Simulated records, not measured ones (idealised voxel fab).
process module | voxel transistor to metal
cross-section cut | 205 nm wide | cells 5 nm
A cross-section is a grid of square cells, given in bands from the top down. A band is one or more rows of cells.
Each band's line starts with the height of the band's top and of its bottom, in nm. Then come its materials from left to right, each with its width in nm. One material with "throughout" fills the band from edge to edge. "air" is empty space.
Height 0 is the level under which the wafer as received is all one material. The lowest band goes on downwards, as in "0 down".
A width such as "30 to 40" changes by the same amount from each row of cells to the next, from the band's top row to its bottom row.
"no change" after a step means that no cell of the cross-section changed.
closed voids: empty space of 8 cells or more with no open way to the top, each as width x height at its distance from the left edge, in nm
after a step's settings: what the simulator itself notes on the step
overlay nm, on a step with a mask: how far to the right of its planned place the mask lay; to the left if negative
plan
1 op RECEIVE | material Si
2 op OXIDIZE | depth nm 5
3 op CONFORMAL_DEP | material SiN | thk nm 10
4 op DIRECTIONAL_DEP | material aC | thk nm 10
5 op PATTERN | tone cover | mask id ACTIVE | material resist | width nm 100 | thk nm 25 | overlay nm 0
6 op DIRECTIONAL_ETCH | etch materials aC | depth nm 10
7 op STRIP | etch materials resist
8 op DIRECTIONAL_ETCH | etch materials SiN | depth nm 10
9 op DIRECTIONAL_ETCH | etch materials SiO2 | depth nm 5
10 op DIRECTIONAL_ETCH | etch materials Si | depth nm 35
11 op STRIP | etch materials aC
12 op OXIDIZE | depth nm 5
13 op FILL_DEP | material SiO2 | thk nm 5
14 op CMP | height nm 10
15 op SELECTIVE_ETCH | etch materials SiO2 | depth nm 10
16 op STRIP | etch materials SiN
17 op SELECTIVE_ETCH | etch materials SiO2 | depth nm 5
18 op OXIDIZE | depth nm 5
19 op DIRECTIONAL_DEP | material polySi | thk nm 20
20 op DIRECTIONAL_DEP | material SiCN | thk nm 15
21 op PATTERN | tone cover | mask id GATE | material resist | width nm 30 | thk nm 15 | overlay nm 0
22 op DIRECTIONAL_ETCH | etch materials SiCN | depth nm 25
23 op DIRECTIONAL_ETCH | etch materials polySi | depth nm 30
24 op STRIP | etch materials resist
25 op CONFORMAL_DEP | material SiN | thk nm 10
26 op DIRECTIONAL_ETCH | etch materials SiN | depth nm 10
27 op DIRECTIONAL_ETCH | etch materials SiO2 | depth nm 5
28 op DIRECTIONAL_ETCH | etch materials Si | depth nm 10
29 op EPI | material nSi | thk nm 15
30 op FILL_DEP | material SiO2 | thk nm 5
31 op CMP | height nm 15
32 op STRIP | etch materials polySi
33 op SELECTIVE_ETCH | etch materials SiO2 | depth nm 5
34 op CONFORMAL_DEP | material HfO2 | thk nm 5
35 op CONFORMAL_DEP | material TiN | thk nm 5
36 op FILL_DEP | material W | thk nm 5
37 op CMP | height nm 10
38 op DIRECTIONAL_DEP | material SiO2 | thk nm 10
39 op PATTERN | tone open | mask id CONTACT | material resist | width nm 15 | pitch nm 75 | thk nm 20 | overlay nm 0
40 op DIRECTIONAL_ETCH | etch materials SiO2 | depth nm 25
41 op STRIP | etch materials resist
42 op CONFORMAL_DEP | material TiN | thk nm 5
43 op FILL_DEP | material Ru | thk nm 10
44 op CMP | height nm 20
45 op DIRECTIONAL_DEP | material TiN | thk nm 5
46 op DIRECTIONAL_DEP | material Ru | thk nm 20
47 op DIRECTIONAL_DEP | material aC | thk nm 10
48 op PATTERN | tone cover | mask id METAL_1 | material resist | width nm 15 | pitch nm 75 | thk nm 25 | overlay nm 0
49 op DIRECTIONAL_ETCH | etch materials aC | depth nm 10
50 op STRIP | etch materials resist
51 op DIRECTIONAL_ETCH | etch materials Ru | depth nm 20
52 op DIRECTIONAL_ETCH | etch materials TiN | depth nm 5
53 op STRIP | etch materials aC
54 op CONFORMAL_DEP | material SiN | thk nm 5
55 op FILL_DEP | material lowk | thk nm 10
56 op CMP | height nm 45
57 op CONFORMAL_DEP | material SiCN | thk nm 5
58 op DIRECTIONAL_DEP | material lowk | thk nm 30
59 op PATTERN | tone open | mask id METAL_2 | material resist | width nm 15 | pitch nm 75 | thk nm 20 | overlay nm 0
60 op DIRECTIONAL_ETCH | etch materials lowk | depth nm 15
61 op STRIP | etch materials resist
62 op PATTERN | tone open | mask id METAL_2_HOLES | material resist | width nm 15 | pitch nm 75 | thk nm 20 | overlay nm 0
63 op DIRECTIONAL_ETCH | etch materials lowk | depth nm 15
64 op DIRECTIONAL_ETCH | etch materials SiCN | depth nm 5
65 op STRIP | etch materials resist
66 op CONFORMAL_DEP | material TiN | thk nm 5
67 op FILL_DEP | material Ru | thk nm 5
68 op CMP | height nm 80
69 op CONFORMAL_DEP | material SiN | thk nm 5
first wafer, as planned
as received, after step 1
  0 down: Si throughout
  closed voids: none
after step 2
  0 to -5: SiO2 throughout
  below -5: unchanged
after step 3
  10 to 0: SiN throughout
  below 0: unchanged
after step 4
  20 to 10: aC throughout
  below 10: unchanged
after step 5
  45 to 20: air 50 | resist 100 | air 55
  below 20: unchanged
after step 6
  35 to 20: air 50 | resist 100 | air 55
  20 to 10: air 50 | aC 100 | air 55
  below 10: unchanged
after step 7
  20 to 10: air 50 | aC 100 | air 55
  below 10: unchanged
after step 8
  20 to 10: air 50 | aC 100 | air 55
  10 to 0: air 50 | SiN 100 | air 55
  below 0: unchanged
after step 9
  20 to 10: air 50 | aC 100 | air 55
  10 to 0: air 50 | SiN 100 | air 55
  0 to -5: air 50 | SiO2 100 | air 55
  below -5: unchanged
after step 10
  20 to 10: air 50 | aC 100 | air 55
  10 to 0: air 50 | SiN 100 | air 55
  0 to -5: air 50 | SiO2 100 | air 55
  -5 to -40: air 50 | Si 100 | air 55
  below -40: unchanged
after step 11
  10 to 0: air 50 | SiN 100 | air 55
  below 0: unchanged
after step 12
  10 to 0: air 50 | SiN 100 | air 55
  0 to -5: air 50 | SiO2 100 | air 55
  -5 to -40: air 50 | SiO2 5 | Si 90 | SiO2 5 | air 55
  -40 to -45: SiO2 55 | Si 90 | SiO2 60
  below -45: unchanged
after step 13
  15 to 10: SiO2 throughout
  10 to 0: SiO2 50 | SiN 100 | SiO2 55
  0 to -5: SiO2 throughout
  -5 to -45: SiO2 55 | Si 90 | SiO2 60
  below -45: unchanged
after step 14
  10 to 0: SiO2 50 | SiN 100 | SiO2 55
  below 0: unchanged
after step 15
  10 to 0: air 50 | SiN 100 | air 55
  below 0: unchanged
after step 16
  0 to -5: SiO2 throughout
  below -5: unchanged
after step 17
  -5 to -45: SiO2 55 | Si 90 | SiO2 60
  below -45: unchanged
after step 18
  -5 to -10: SiO2 throughout
  below -10: unchanged
after step 19
  15 to -5: polySi throughout
  below -5: unchanged
after step 20
  30 to 15: SiCN throughout
  below 15: unchanged
after step 21
  45 to 30: air 85 | resist 30 | air 90
  below 30: unchanged
after step 22
  45 to 30: air 85 | resist 30 | air 90
  30 to 15: air 85 | SiCN 30 | air 90
  below 15: unchanged
after step 23
  45 to 30: air 85 | resist 30 | air 90
  30 to 15: air 85 | SiCN 30 | air 90
  15 to -5: air 85 | polySi 30 | air 90
  below -5: unchanged
after step 24
  30 to 15: air 85 | SiCN 30 | air 90
  below 15: unchanged
after step 25
  40 to 30: air 75 | SiN 50 | air 80
  30 to 15: air 75 | SiN 10 | SiCN 30 | SiN 10 | air 80
  15 to 5: air 75 | SiN 10 | polySi 30 | SiN 10 | air 80
  5 to -5: SiN 85 | polySi 30 | SiN 90
  below -5: unchanged
after step 26
  30 to 15: air 75 | SiN 10 | SiCN 30 | SiN 10 | air 80
  15 to -5: air 75 | SiN 10 | polySi 30 | SiN 10 | air 80
  below -5: unchanged
after step 27
  30 to 15: air 75 | SiN 10 | SiCN 30 | SiN 10 | air 80
  15 to -5: air 75 | SiN 10 | polySi 30 | SiN 10 | air 80
  -5 to -10: air 75 | SiO2 50 | air 80
  below -10: unchanged
after step 28
  30 to 15: air 75 | SiN 10 | SiCN 30 | SiN 10 | air 80
  15 to -5: air 75 | SiN 10 | polySi 30 | SiN 10 | air 80
  -5 to -10: air 75 | SiO2 50 | air 80
  -10 to -20: SiO2 55 | air 20 | Si 50 | air 20 | SiO2 60
  below -20: unchanged
after step 29
  30 to 15: air 75 | SiN 10 | SiCN 30 | SiN 10 | air 80
  15 to 5: air 75 | SiN 10 | polySi 30 | SiN 10 | air 80
  5 to -5: air 60 | nSi 15 | SiN 10 | polySi 30 | SiN 10 | nSi 15 | air 65
  -5 to -10: air 50 | nSi 25 | SiO2 50 | nSi 25 | air 55
  -10 to -20: SiO2 55 | nSi 20 | Si 50 | nSi 20 | SiO2 60
  below -20: unchanged
after step 30
  35 to 30: SiO2 throughout
  30 to 15: SiO2 75 | SiN 10 | SiCN 30 | SiN 10 | SiO2 80
  15 to 5: SiO2 75 | SiN 10 | polySi 30 | SiN 10 | SiO2 80
  5 to -5: SiO2 60 | nSi 15 | SiN 10 | polySi 30 | SiN 10 | nSi 15 | SiO2 65
  -5 to -10: SiO2 50 | nSi 25 | SiO2 50 | nSi 25 | SiO2 55
  below -10: unchanged
after step 31
  15 to 5: SiO2 75 | SiN 10 | polySi 30 | SiN 10 | SiO2 80
  below 5: unchanged
after step 32
  15 to 5: SiO2 75 | SiN 10 | air 30 | SiN 10 | SiO2 80
  5 to -5: SiO2 60 | nSi 15 | SiN 10 | air 30 | SiN 10 | nSi 15 | SiO2 65
  below -5: unchanged
after step 33
  15 to 10: air 75 | SiN 10 | air 30 | SiN 10 | air 80
  10 to 5: SiO2 75 | SiN 10 | air 30 | SiN 10 | SiO2 80
  5 to -5: SiO2 60 | nSi 15 | SiN 10 | air 30 | SiN 10 | nSi 15 | SiO2 65
  -5 to -10: SiO2 50 | nSi 25 | SiO2 5 | air 40 | SiO2 5 | nSi 25 | SiO2 55
  below -10: unchanged
after step 34
  20 to 15: air 70 | HfO2 20 | air 20 | HfO2 20 | air 75
  15 to 10: HfO2 75 | SiN 10 | HfO2 5 | air 20 | HfO2 5 | SiN 10 | HfO2 80
  10 to 5: SiO2 75 | SiN 10 | HfO2 5 | air 20 | HfO2 5 | SiN 10 | SiO2 80
  5 to -5: SiO2 60 | nSi 15 | SiN 10 | HfO2 5 | air 20 | HfO2 5 | SiN 10 | nSi 15 | SiO2 65
  -5 to -10: SiO2 50 | nSi 25 | SiO2 5 | HfO2 40 | SiO2 5 | nSi 25 | SiO2 55
  below -10: unchanged
after step 35
  25 to 20: air 65 | TiN 30 | air 10 | TiN 30 | air 70
  20 to 15: TiN 70 | HfO2 20 | TiN 5 | air 10 | TiN 5 | HfO2 20 | TiN 75
  15 to 10: HfO2 75 | SiN 10 | HfO2 5 | TiN 5 | air 10 | TiN 5 | HfO2 5 | SiN 10 | HfO2 80
  10 to 5: SiO2 75 | SiN 10 | HfO2 5 | TiN 5 | air 10 | TiN 5 | HfO2 5 | SiN 10 | SiO2 80
  5 to 0: SiO2 60 | nSi 15 | SiN 10 | HfO2 5 | TiN 5 | air 10 | TiN 5 | HfO2 5 | SiN 10 | nSi 15 | SiO2 65
  0 to -5: SiO2 60 | nSi 15 | SiN 10 | HfO2 5 | TiN 20 | HfO2 5 | SiN 10 | nSi 15 | SiO2 65
  below -5: unchanged
after step 36
  30 to 25: W throughout
  25 to 20: W 65 | TiN 30 | W 10 | TiN 30 | W 70
  20 to 15: TiN 70 | HfO2 20 | TiN 5 | W 10 | TiN 5 | HfO2 20 | TiN 75
  15 to 10: HfO2 75 | SiN 10 | HfO2 5 | TiN 5 | W 10 | TiN 5 | HfO2 5 | SiN 10 | HfO2 80
  10 to 5: SiO2 75 | SiN 10 | HfO2 5 | TiN 5 | W 10 | TiN 5 | HfO2 5 | SiN 10 | SiO2 80
  5 to 0: SiO2 60 | nSi 15 | SiN 10 | HfO2 5 | TiN 5 | W 10 | TiN 5 | HfO2 5 | SiN 10 | nSi 15 | SiO2 65
  below 0: unchanged
after step 37
  10 to 5: SiO2 75 | SiN 10 | HfO2 5 | TiN 5 | W 10 | TiN 5 | HfO2 5 | SiN 10 | SiO2 80
  below 5: unchanged
after step 38
  20 to 10: SiO2 throughout
  below 10: unchanged
after step 39
  40 to 20: resist 55 | air 15 | resist 60 | air 15 | resist 60
  below 20: unchanged
after step 40
  40 to 20: resist 55 | air 15 | resist 60 | air 15 | resist 60
  20 to 10: SiO2 55 | air 15 | SiO2 60 | air 15 | SiO2 60
  10 to 5: SiO2 55 | air 15 | SiO2 5 | SiN 10 | HfO2 5 | TiN 5 | W 10 | TiN 5 | HfO2 5 | SiN 10 | SiO2 5 | air 15 | SiO2 60
  5 to 0: SiO2 55 | air 5 | nSi 15 | SiN 10 | HfO2 5 | TiN 5 | W 10 | TiN 5 | HfO2 5 | SiN 10 | nSi 15 | air 5 | SiO2 60
  0 to -5: SiO2 55 | air 5 | nSi 15 | SiN 10 | HfO2 5 | TiN 20 | HfO2 5 | SiN 10 | nSi 15 | air 5 | SiO2 60
  below -5: unchanged
after step 41
  20 to 10: SiO2 55 | air 15 | SiO2 60 | air 15 | SiO2 60
  below 10: unchanged
after step 42
  25 to 20: TiN 60 | air 5 | TiN 70 | air 5 | TiN 65
  20 to 10: SiO2 55 | TiN 5 | air 5 | TiN 5 | SiO2 60 | TiN 5 | air 5 | TiN 5 | SiO2 60
  10 to 5: SiO2 55 | TiN 15 | SiO2 5 | SiN 10 | HfO2 5 | TiN 5 | W 10 | TiN 5 | HfO2 5 | SiN 10 | SiO2 5 | TiN 15 | SiO2 60
  5 to 0: SiO2 55 | TiN 5 | nSi 15 | SiN 10 | HfO2 5 | TiN 5 | W 10 | TiN 5 | HfO2 5 | SiN 10 | nSi 15 | TiN 5 | SiO2 60
  0 to -5: SiO2 55 | TiN 5 | nSi 15 | SiN 10 | HfO2 5 | TiN 20 | HfO2 5 | SiN 10 | nSi 15 | TiN 5 | SiO2 60
  below -5: unchanged
after step 43
  35 to 25: Ru throughout
  25 to 20: TiN 60 | Ru 5 | TiN 70 | Ru 5 | TiN 65
  20 to 10: SiO2 55 | TiN 5 | Ru 5 | TiN 5 | SiO2 60 | TiN 5 | Ru 5 | TiN 5 | SiO2 60
  below 10: unchanged
after step 44
  20 to 10: SiO2 55 | TiN 5 | Ru 5 | TiN 5 | SiO2 60 | TiN 5 | Ru 5 | TiN 5 | SiO2 60
  below 10: unchanged
after step 45
  25 to 20: TiN throughout
  below 20: unchanged
after step 46
  45 to 25: Ru throughout
  below 25: unchanged
after step 47
  55 to 45: aC throughout
  below 45: unchanged
after step 48
  80 to 55: air 55 | resist 15 | air 60 | resist 15 | air 60
  below 55: unchanged
after step 49
  70 to 55: air 55 | resist 15 | air 60 | resist 15 | air 60
  55 to 45: air 55 | aC 15 | air 60 | aC 15 | air 60
  below 45: unchanged
after step 50
  55 to 45: air 55 | aC 15 | air 60 | aC 15 | air 60
  below 45: unchanged
after step 51
  55 to 45: air 55 | aC 15 | air 60 | aC 15 | air 60
  45 to 25: air 55 | Ru 15 | air 60 | Ru 15 | air 60
  below 25: unchanged
after step 52
  55 to 45: air 55 | aC 15 | air 60 | aC 15 | air 60
  45 to 25: air 55 | Ru 15 | air 60 | Ru 15 | air 60
  25 to 20: air 55 | TiN 15 | air 60 | TiN 15 | air 60
  below 20: unchanged
after step 53
  45 to 25: air 55 | Ru 15 | air 60 | Ru 15 | air 60
  below 25: unchanged
after step 54
  50 to 45: air 50 | SiN 25 | air 50 | SiN 25 | air 55
  45 to 25: air 50 | SiN 5 | Ru 15 | SiN 5 | air 50 | SiN 5 | Ru 15 | SiN 5 | air 55
  25 to 20: SiN 55 | TiN 15 | SiN 60 | TiN 15 | SiN 60
  below 20: unchanged
after step 55
  60 to 50: lowk throughout
  50 to 45: lowk 50 | SiN 25 | lowk 50 | SiN 25 | lowk 55
  45 to 25: lowk 50 | SiN 5 | Ru 15 | SiN 5 | lowk 50 | SiN 5 | Ru 15 | SiN 5 | lowk 55
  below 25: unchanged
after step 56
  45 to 25: lowk 50 | SiN 5 | Ru 15 | SiN 5 | lowk 50 | SiN 5 | Ru 15 | SiN 5 | lowk 55
  below 25: unchanged
after step 57
  50 to 45: SiCN throughout
  below 45: unchanged
after step 58
  80 to 50: lowk throughout
  below 50: unchanged
after step 59
  100 to 80: resist 55 | air 15 | resist 60 | air 15 | resist 60
  below 80: unchanged
after step 60
  100 to 80: resist 55 | air 15 | resist 60 | air 15 | resist 60
  80 to 65: lowk 55 | air 15 | lowk 60 | air 15 | lowk 60
  below 65: unchanged
after step 61
  80 to 65: lowk 55 | air 15 | lowk 60 | air 15 | lowk 60
  below 65: unchanged
after step 62
  100 to 80: resist 55 | air 15 | resist 60 | air 15 | resist 60
  below 80: unchanged
after step 63
  100 to 80: resist 55 | air 15 | resist 60 | air 15 | resist 60
  80 to 50: lowk 55 | air 15 | lowk 60 | air 15 | lowk 60
  below 50: unchanged
after step 64
  100 to 80: resist 55 | air 15 | resist 60 | air 15 | resist 60
  80 to 50: lowk 55 | air 15 | lowk 60 | air 15 | lowk 60
  50 to 45: SiCN 55 | air 15 | SiCN 60 | air 15 | SiCN 60
  below 45: unchanged
after step 65
  80 to 50: lowk 55 | air 15 | lowk 60 | air 15 | lowk 60
  below 50: unchanged
after step 66
  85 to 80: TiN 60 | air 5 | TiN 70 | air 5 | TiN 65
  80 to 50: lowk 55 | TiN 5 | air 5 | TiN 5 | lowk 60 | TiN 5 | air 5 | TiN 5 | lowk 60
  50 to 45: SiCN 55 | TiN 15 | SiCN 60 | TiN 15 | SiCN 60
  below 45: unchanged
after step 67
  90 to 85: Ru throughout
  85 to 80: TiN 60 | Ru 5 | TiN 70 | Ru 5 | TiN 65
  80 to 50: lowk 55 | TiN 5 | Ru 5 | TiN 5 | lowk 60 | TiN 5 | Ru 5 | TiN 5 | lowk 60
  below 50: unchanged
after step 68
  80 to 50: lowk 55 | TiN 5 | Ru 5 | TiN 5 | lowk 60 | TiN 5 | Ru 5 | TiN 5 | lowk 60
  below 50: unchanged
after step 69
  85 to 80: SiN throughout
  below 80: unchanged
second wafer: like start, like plan, one mistake. Through step 20 it matches the first wafer
when step 21 should have ended
  45 to 30: air 90 | resist 25 | air 90
  below 30: unchanged
when step 22 should have ended
  45 to 30: air 90 | resist 25 | air 90
  30 to 15: air 90 | SiCN 25 | air 90
  below 15: unchanged
when step 23 should have ended
  45 to 30: air 90 | resist 25 | air 90
  30 to 15: air 90 | SiCN 25 | air 90
  15 to -5: air 90 | polySi 25 | air 90
  below -5: unchanged
when step 24 should have ended
  30 to 15: air 90 | SiCN 25 | air 90
  below 15: unchanged
when step 25 should have ended
  40 to 30: air 80 | SiN 45 | air 80
  30 to 15: air 80 | SiN 10 | SiCN 25 | SiN 10 | air 80
  15 to 5: air 80 | SiN 10 | polySi 25 | SiN 10 | air 80
  5 to -5: SiN 90 | polySi 25 | SiN 90
  below -5: unchanged
when step 26 should have ended
  30 to 15: air 80 | SiN 10 | SiCN 25 | SiN 10 | air 80
  15 to -5: air 80 | SiN 10 | polySi 25 | SiN 10 | air 80
  below -5: unchanged
when step 27 should have ended
  30 to 15: air 80 | SiN 10 | SiCN 25 | SiN 10 | air 80
  15 to -5: air 80 | SiN 10 | polySi 25 | SiN 10 | air 80
  -5 to -10: air 80 | SiO2 45 | air 80
  below -10: unchanged
when step 28 should have ended
  30 to 15: air 80 | SiN 10 | SiCN 25 | SiN 10 | air 80
  15 to -5: air 80 | SiN 10 | polySi 25 | SiN 10 | air 80
  -5 to -10: air 80 | SiO2 45 | air 80
  -10 to -20: SiO2 55 | air 25 | Si 45 | air 20 | SiO2 60
  below -20: unchanged
when step 29 should have ended
  30 to 15: air 80 | SiN 10 | SiCN 25 | SiN 10 | air 80
  15 to 5: air 80 | SiN 10 | polySi 25 | SiN 10 | air 80
  5 to -5: air 65 | nSi 15 | SiN 10 | polySi 25 | SiN 10 | nSi 15 | air 65
  -5 to -10: air 50 | nSi 30 | SiO2 45 | nSi 25 | air 55
  -10 to -20: SiO2 55 | nSi 25 | Si 45 | nSi 20 | SiO2 60
  below -20: unchanged
when step 30 should have ended
  35 to 30: SiO2 throughout
  30 to 15: SiO2 80 | SiN 10 | SiCN 25 | SiN 10 | SiO2 80
  15 to 5: SiO2 80 | SiN 10 | polySi 25 | SiN 10 | SiO2 80
  5 to -5: SiO2 65 | nSi 15 | SiN 10 | polySi 25 | SiN 10 | nSi 15 | SiO2 65
  -5 to -10: SiO2 50 | nSi 30 | SiO2 45 | nSi 25 | SiO2 55
  below -10: unchanged
when step 31 should have ended
  15 to 5: SiO2 80 | SiN 10 | polySi 25 | SiN 10 | SiO2 80
  below 5: unchanged
when step 32 should have ended
  15 to 5: SiO2 80 | SiN 10 | air 25 | SiN 10 | SiO2 80
  5 to -5: SiO2 65 | nSi 15 | SiN 10 | air 25 | SiN 10 | nSi 15 | SiO2 65
  below -5: unchanged
when step 33 should have ended
  15 to 10: air 80 | SiN 10 | air 25 | SiN 10 | air 80
  10 to 5: SiO2 80 | SiN 10 | air 25 | SiN 10 | SiO2 80
  5 to -5: SiO2 65 | nSi 15 | SiN 10 | air 25 | SiN 10 | nSi 15 | SiO2 65
  -5 to -10: SiO2 50 | nSi 30 | SiO2 5 | air 35 | SiO2 5 | nSi 25 | SiO2 55
  below -10: unchanged
when step 34 should have ended
  20 to 15: air 75 | HfO2 20 | air 15 | HfO2 20 | air 75
  15 to 10: HfO2 80 | SiN 10 | HfO2 5 | air 15 | HfO2 5 | SiN 10 | HfO2 80
  10 to 5: SiO2 80 | SiN 10 | HfO2 5 | air 15 | HfO2 5 | SiN 10 | SiO2 80
  5 to -5: SiO2 65 | nSi 15 | SiN 10 | HfO2 5 | air 15 | HfO2 5 | SiN 10 | nSi 15 | SiO2 65
  -5 to -10: SiO2 50 | nSi 30 | SiO2 5 | HfO2 35 | SiO2 5 | nSi 25 | SiO2 55
  below -10: unchanged
when step 35 should have ended
  25 to 20: air 70 | TiN 30 | air 5 | TiN 30 | air 70
  20 to 15: TiN 75 | HfO2 20 | TiN 5 | air 5 | TiN 5 | HfO2 20 | TiN 75
  15 to 10: HfO2 80 | SiN 10 | HfO2 5 | TiN 5 | air 5 | TiN 5 | HfO2 5 | SiN 10 | HfO2 80
  10 to 5: SiO2 80 | SiN 10 | HfO2 5 | TiN 5 | air 5 | TiN 5 | HfO2 5 | SiN 10 | SiO2 80
  5 to 0: SiO2 65 | nSi 15 | SiN 10 | HfO2 5 | TiN 5 | air 5 | TiN 5 | HfO2 5 | SiN 10 | nSi 15 | SiO2 65
  0 to -5: SiO2 65 | nSi 15 | SiN 10 | HfO2 5 | TiN 15 | HfO2 5 | SiN 10 | nSi 15 | SiO2 65
  below -5: unchanged
when step 36 should have ended
  30 to 25: W throughout
  25 to 20: W 70 | TiN 30 | W 5 | TiN 30 | W 70
  20 to 15: TiN 75 | HfO2 20 | TiN 5 | W 5 | TiN 5 | HfO2 20 | TiN 75
  15 to 10: HfO2 80 | SiN 10 | HfO2 5 | TiN 5 | W 5 | TiN 5 | HfO2 5 | SiN 10 | HfO2 80
  10 to 5: SiO2 80 | SiN 10 | HfO2 5 | TiN 5 | W 5 | TiN 5 | HfO2 5 | SiN 10 | SiO2 80
  5 to 0: SiO2 65 | nSi 15 | SiN 10 | HfO2 5 | TiN 5 | W 5 | TiN 5 | HfO2 5 | SiN 10 | nSi 15 | SiO2 65
  below 0: unchanged
when step 37 should have ended
  10 to 5: SiO2 80 | SiN 10 | HfO2 5 | TiN 5 | W 5 | TiN 5 | HfO2 5 | SiN 10 | SiO2 80
  below 5: unchanged
when step 38 should have ended
  20 to 10: SiO2 throughout
  below 10: unchanged
when step 39 should have ended
  40 to 20: resist 55 | air 15 | resist 60 | air 15 | resist 60
  below 20: unchanged
when step 40 should have ended
  40 to 20: resist 55 | air 15 | resist 60 | air 15 | resist 60
  20 to 10: SiO2 55 | air 15 | SiO2 60 | air 15 | SiO2 60
  10 to 5: SiO2 55 | air 15 | SiO2 10 | SiN 10 | HfO2 5 | TiN 5 | W 5 | TiN 5 | HfO2 5 | SiN 10 | SiO2 5 | air 15 | SiO2 60
  5 to 0: SiO2 55 | air 10 | nSi 15 | SiN 10 | HfO2 5 | TiN 5 | W 5 | TiN 5 | HfO2 5 | SiN 10 | nSi 15 | air 5 | SiO2 60
  0 to -5: SiO2 55 | air 10 | nSi 15 | SiN 10 | HfO2 5 | TiN 15 | HfO2 5 | SiN 10 | nSi 15 | air 5 | SiO2 60
  below -5: unchanged
when step 41 should have ended
  20 to 10: SiO2 55 | air 15 | SiO2 60 | air 15 | SiO2 60
  below 10: unchanged
when step 42 should have ended
  25 to 20: TiN 60 | air 5 | TiN 70 | air 5 | TiN 65
  20 to 10: SiO2 55 | TiN 5 | air 5 | TiN 5 | SiO2 60 | TiN 5 | air 5 | TiN 5 | SiO2 60
  10 to 5: SiO2 55 | TiN 15 | SiO2 10 | SiN 10 | HfO2 5 | TiN 5 | W 5 | TiN 5 | HfO2 5 | SiN 10 | SiO2 5 | TiN 15 | SiO2 60
  5 to 0: SiO2 55 | TiN 10 | nSi 15 | SiN 10 | HfO2 5 | TiN 5 | W 5 | TiN 5 | HfO2 5 | SiN 10 | nSi 15 | TiN 5 | SiO2 60
  0 to -5: SiO2 55 | TiN 10 | nSi 15 | SiN 10 | HfO2 5 | TiN 15 | HfO2 5 | SiN 10 | nSi 15 | TiN 5 | SiO2 60
  below -5: unchanged
when step 43 should have ended
  35 to 25: Ru throughout
  25 to 20: TiN 60 | Ru 5 | TiN 70 | Ru 5 | TiN 65
  20 to 10: SiO2 55 | TiN 5 | Ru 5 | TiN 5 | SiO2 60 | TiN 5 | Ru 5 | TiN 5 | SiO2 60
  below 10: unchanged
when step 44 should have ended
  20 to 10: SiO2 55 | TiN 5 | Ru 5 | TiN 5 | SiO2 60 | TiN 5 | Ru 5 | TiN 5 | SiO2 60
  below 10: unchanged
when step 45 should have ended
  25 to 20: TiN throughout
  below 20: unchanged
when step 46 should have ended
  45 to 25: Ru throughout
  below 25: unchanged
when step 47 should have ended
  55 to 45: aC throughout
  below 45: unchanged
when step 48 should have ended
  80 to 55: air 55 | resist 15 | air 60 | resist 15 | air 60
  below 55: unchanged
when step 49 should have ended
  70 to 55: air 55 | resist 15 | air 60 | resist 15 | air 60
  55 to 45: air 55 | aC 15 | air 60 | aC 15 | air 60
  below 45: unchanged
when step 50 should have ended
  55 to 45: air 55 | aC 15 | air 60 | aC 15 | air 60
  below 45: unchanged
when step 51 should have ended
  55 to 45: air 55 | aC 15 | air 60 | aC 15 | air 60
  45 to 25: air 55 | Ru 15 | air 60 | Ru 15 | air 60
  below 25: unchanged
when step 52 should have ended
  55 to 45: air 55 | aC 15 | air 60 | aC 15 | air 60
  45 to 25: air 55 | Ru 15 | air 60 | Ru 15 | air 60
  25 to 20: air 55 | TiN 15 | air 60 | TiN 15 | air 60
  below 20: unchanged
when step 53 should have ended
  45 to 25: air 55 | Ru 15 | air 60 | Ru 15 | air 60
  below 25: unchanged
when step 54 should have ended
  50 to 45: air 50 | SiN 25 | air 50 | SiN 25 | air 55
  45 to 25: air 50 | SiN 5 | Ru 15 | SiN 5 | air 50 | SiN 5 | Ru 15 | SiN 5 | air 55
  25 to 20: SiN 55 | TiN 15 | SiN 60 | TiN 15 | SiN 60
  below 20: unchanged
when step 55 should have ended
  60 to 50: lowk throughout
  50 to 45: lowk 50 | SiN 25 | lowk 50 | SiN 25 | lowk 55
  45 to 25: lowk 50 | SiN 5 | Ru 15 | SiN 5 | lowk 50 | SiN 5 | Ru 15 | SiN 5 | lowk 55
  below 25: unchanged
when step 56 should have ended
  45 to 25: lowk 50 | SiN 5 | Ru 15 | SiN 5 | lowk 50 | SiN 5 | Ru 15 | SiN 5 | lowk 55
  below 25: unchanged
when step 57 should have ended
  50 to 45: SiCN throughout
  below 45: unchanged
when step 58 should have ended
  80 to 50: lowk throughout
  below 50: unchanged
when step 59 should have ended
  100 to 80: resist 55 | air 15 | resist 60 | air 15 | resist 60
  below 80: unchanged
when step 60 should have ended
  100 to 80: resist 55 | air 15 | resist 60 | air 15 | resist 60
  80 to 65: lowk 55 | air 15 | lowk 60 | air 15 | lowk 60
  below 65: unchanged
when step 61 should have ended
  80 to 65: lowk 55 | air 15 | lowk 60 | air 15 | lowk 60
  below 65: unchanged
when step 62 should have ended
  100 to 80: resist 55 | air 15 | resist 60 | air 15 | resist 60
  below 80: unchanged
when step 63 should have ended
  100 to 80: resist 55 | air 15 | resist 60 | air 15 | resist 60
  80 to 50: lowk 55 | air 15 | lowk 60 | air 15 | lowk 60
  below 50: unchanged
when step 64 should have ended
  100 to 80: resist 55 | air 15 | resist 60 | air 15 | resist 60
  80 to 50: lowk 55 | air 15 | lowk 60 | air 15 | lowk 60
  50 to 45: SiCN 55 | air 15 | SiCN 60 | air 15 | SiCN 60
  below 45: unchanged
when step 65 should have ended
  80 to 50: lowk 55 | air 15 | lowk 60 | air 15 | lowk 60
  below 50: unchanged
when step 66 should have ended
  85 to 80: TiN 60 | air 5 | TiN 70 | air 5 | TiN 65
  80 to 50: lowk 55 | TiN 5 | air 5 | TiN 5 | lowk 60 | TiN 5 | air 5 | TiN 5 | lowk 60
  50 to 45: SiCN 55 | TiN 15 | SiCN 60 | TiN 15 | SiCN 60
  below 45: unchanged
when step 67 should have ended
  90 to 85: Ru throughout
  85 to 80: TiN 60 | Ru 5 | TiN 70 | Ru 5 | TiN 65
  80 to 50: lowk 55 | TiN 5 | Ru 5 | TiN 5 | lowk 60 | TiN 5 | Ru 5 | TiN 5 | lowk 60
  below 50: unchanged
when step 68 should have ended
  80 to 50: lowk 55 | TiN 5 | Ru 5 | TiN 5 | lowk 60 | TiN 5 | Ru 5 | TiN 5 | lowk 60
  below 50: unchanged
when step 69 should have ended
  85 to 80: SiN throughout
  below 80: unchanged
what went wrong: step 21 ran as: op PATTERN | tone cover | mask id GATE | material resist | width nm 25 | thk nm 15 | overlay nm 0
at the end the second wafer has, in cells: 1 fewer of HfO2 | 2 fewer of Si | 1 more of SiO2 | 1 more of TiN | 2 fewer of W | 3 more of nSi
